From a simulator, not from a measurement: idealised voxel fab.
The process module that follows is named voxel transistor to metal.
The figure presents cross-section cut, which has a width of 195 nm and is divided into square cells with an edge length of 5 nm.
Bands, listed from the top down, are how a cross-section gets written in this document; the cross-section itself is a grid of square cells, and a band is one or more rows of them.
Heights first: top, then bottom, in nm. Then materials, left to right, each with a width in nm. "edge to edge" on a single material: fills the band edge to edge. "empty": empty space.
Convention: height 0 is the level below which the wafer, as received, is all one material. The lowest band does not terminate at the bottom but continues downward, represented as "0 and below".
A width given as "30->40" starts at the first number in the band's top row and ends at the second number in its bottom row, shifting by an equal amount at every step from row to row.
When a step is marked "nothing altered", none of the cells in the cross-section changed during that step.
Closed-off voids of 8+ cells (no open route to the top) go in "Closed void register", written width x height at distance from the left edge, in nm.
Past the settings on a step's line: simulator remark, on that step.
"overlay nm", when on a step's line for a step with a mask, measures how far to the right of its planned place the mask lay; a negative measure means to the left.
[Planned process steps]
- 1: RECEIVE with material Si
- 2: CONFORMAL_DEP with material SiO2, thk nm 5
- 3: CONFORMAL_DEP with material SiN, thk nm 10
- 4: MASKED_ETCH with tone cover, mask id ACTIVE, width nm 115, etch materials SiN, depth nm 10, overlay nm 0
- 5: MASKED_ETCH with tone cover, mask id ACTIVE, width nm 115, etch materials SiO2, depth nm 5, overlay nm 0
- 6: MASKED_ETCH with tone cover, mask id ACTIVE, width nm 115, etch materials Si, depth nm 30, overlay nm 0
- 7: FILL_DEP with material SiO2, thk nm 5
- 8: CMP with height nm 15
- 9: SELECTIVE_ETCH with etch materials SiO2, depth nm 5
- 10: STRIP with etch materials SiN
- 11: SELECTIVE_ETCH with etch materials SiO2, depth nm 5
- 12: OXIDIZE with depth nm 5
- 13: DIRECTIONAL_DEP with material polySi, thk nm 20
- 14: DIRECTIONAL_DEP with material SiCN, thk nm 10
- 15: PATTERN with tone cover, mask id GATE, material resist, width nm 25, thk nm 15, overlay nm 0
- 16: DIRECTIONAL_ETCH with etch materials SiCN, depth nm 20
- 17: DIRECTIONAL_ETCH with etch materials polySi, depth nm 30
- 18: STRIP with etch materials resist
- 19: CONFORMAL_DEP with material SiO2, thk nm 5
- 20: DIRECTIONAL_ETCH with etch materials SiO2, depth nm 5
- 21: CONFORMAL_DEP with material SiN, thk nm 10
- 22: DIRECTIONAL_ETCH with etch materials SiN, depth nm 10
- 23: DIRECTIONAL_ETCH with etch materials SiO2, depth nm 5
- 24: DIRECTIONAL_ETCH with etch materials Si, depth nm 15
- 25: EPI with material SiGe, thk nm 15
- 26: FILL_DEP with material SiO2, thk nm 5
- 27: CMP with height nm 20
- 28: STRIP with etch materials polySi
- 29: SELECTIVE_ETCH with etch materials SiO2, depth nm 5
- 30: CONFORMAL_DEP with material HfO2, thk nm 5
- 31: CONFORMAL_DEP with material TiN, thk nm 5
- 32: FILL_DEP with material W, thk nm 10
- 33: CMP with height nm 15
- 34: DIRECTIONAL_DEP with material SiO2, thk nm 15
- 35: MASKED_ETCH with tone open, mask id CONTACT, width nm 15, pitch nm 80, etch materials SiO2, depth nm 20, overlay nm 0
- 36: CONFORMAL_DEP with material TiN, thk nm 5
- 37: FILL_DEP with material W, thk nm 10
- 38: CMP with height nm 30
- 39: CONFORMAL_DEP with material SiCN, thk nm 5
- 40: DIRECTIONAL_DEP with material SiO2, thk nm 25
- 41: MASKED_ETCH with tone open, mask id METAL_1, width nm 15, pitch nm 80, etch materials SiO2, depth nm 25, overlay nm 0
- 42: MASKED_ETCH with tone open, mask id METAL_1, width nm 15, pitch nm 80, etch materials SiCN, depth nm 5, overlay nm 0
- 43: CONFORMAL_DEP with material TiN, thk nm 5
- 44: FILL_DEP with material Cu, thk nm 5
- 45: CMP with height nm 60
- 46: CONFORMAL_DEP with material SiCN, thk nm 5
- 47: DIRECTIONAL_DEP with material lowk, thk nm 25
- 48: MASKED_ETCH with tone open, mask id METAL_2, width nm 15, pitch nm 80, etch materials lowk, depth nm 15, overlay nm 0
- 49: DIRECTIONAL_DEP with material aC, thk nm 10
- 50: PATTERN with tone open, mask id METAL_2_HOLES, material resist, width nm 15, pitch nm 80, thk nm 30, overlay nm 0
- 51: DIRECTIONAL_ETCH with etch materials aC, depth nm 10
- 52: STRIP with etch materials resist
- 53: DIRECTIONAL_ETCH with etch materials lowk, depth nm 10
- 54: DIRECTIONAL_ETCH with etch materials SiCN, depth nm 5
- 55: STRIP with etch materials aC
- 56: CONFORMAL_DEP with material TiN, thk nm 5
- 57: FILL_DEP with material Cu, thk nm 10
- 58: CMP with height nm 90
- 59: CONFORMAL_DEP with material SiN, thk nm 5
[As received (post step 1): cross-section]
	0 and below  Si edge to edge
	Closed void register: none
[Wafer at module end, in section. Began as above, planned as above, run with one mistake]
	95 down to 90  SiN edge to edge
	90 down to 65  lowk (50); TiN (5); Cu (5); TiN (5); lowk (65); TiN (5); Cu (5); TiN (5); lowk (50)
	65 down to 60  SiCN (50); TiN (15); SiCN (65); TiN (15); SiCN (50)
	60 down to 35  SiO2 (50); TiN (5); Cu (5); TiN (5); SiO2 (65); TiN (5); Cu (5); TiN (5); SiO2 (50)
	35 down to 30  SiCN (50); TiN (15); SiCN (65); TiN (15); SiCN (50)
	30 down to 15  SiO2 (50); TiN (5); W (5); TiN (5); SiO2 (65); TiN (5); W (5); TiN (5); SiO2 (50)
	15 down to 10  SiO2 (50); TiN (15); SiO2 (5); SiN (10); HfO2 (5); TiN (5); W (15); TiN (5); HfO2 (5); SiN (10); SiO2 (5); TiN (15); SiO2 (50)
	10 down to 5  SiO2 (55); SiGe (15); SiN (10); HfO2 (5); TiN (5); W (15); TiN (5); HfO2 (5); SiN (10); SiGe (15); SiO2 (55)
	5 down to 0  SiO2 (55); SiGe (15); SiN (10); HfO2 (5); TiN (25); HfO2 (5); SiN (10); SiGe (15); SiO2 (55)
	0 down to -5  SiO2 (55); SiGe (15); SiN (10); HfO2 (35); SiN (10); SiGe (15); SiO2 (55)
	-5 down to -10  SiO2 (35); SiGe (35); Si (55); SiGe (35); SiO2 (35)
	-10 down to -20  SiO2 (40); SiGe (30); Si (55); SiGe (30); SiO2 (40)
	-20 down to -30  SiO2 (40); Si (115); SiO2 (40)
	-30 and below  Si edge to edge
	Closed void register: none
What was done differently from what was planned? heads up, step 20 didn't go per plan, it actually ran as DIRECTIONAL_ETCH with etch materials SiO2, depth nm 15
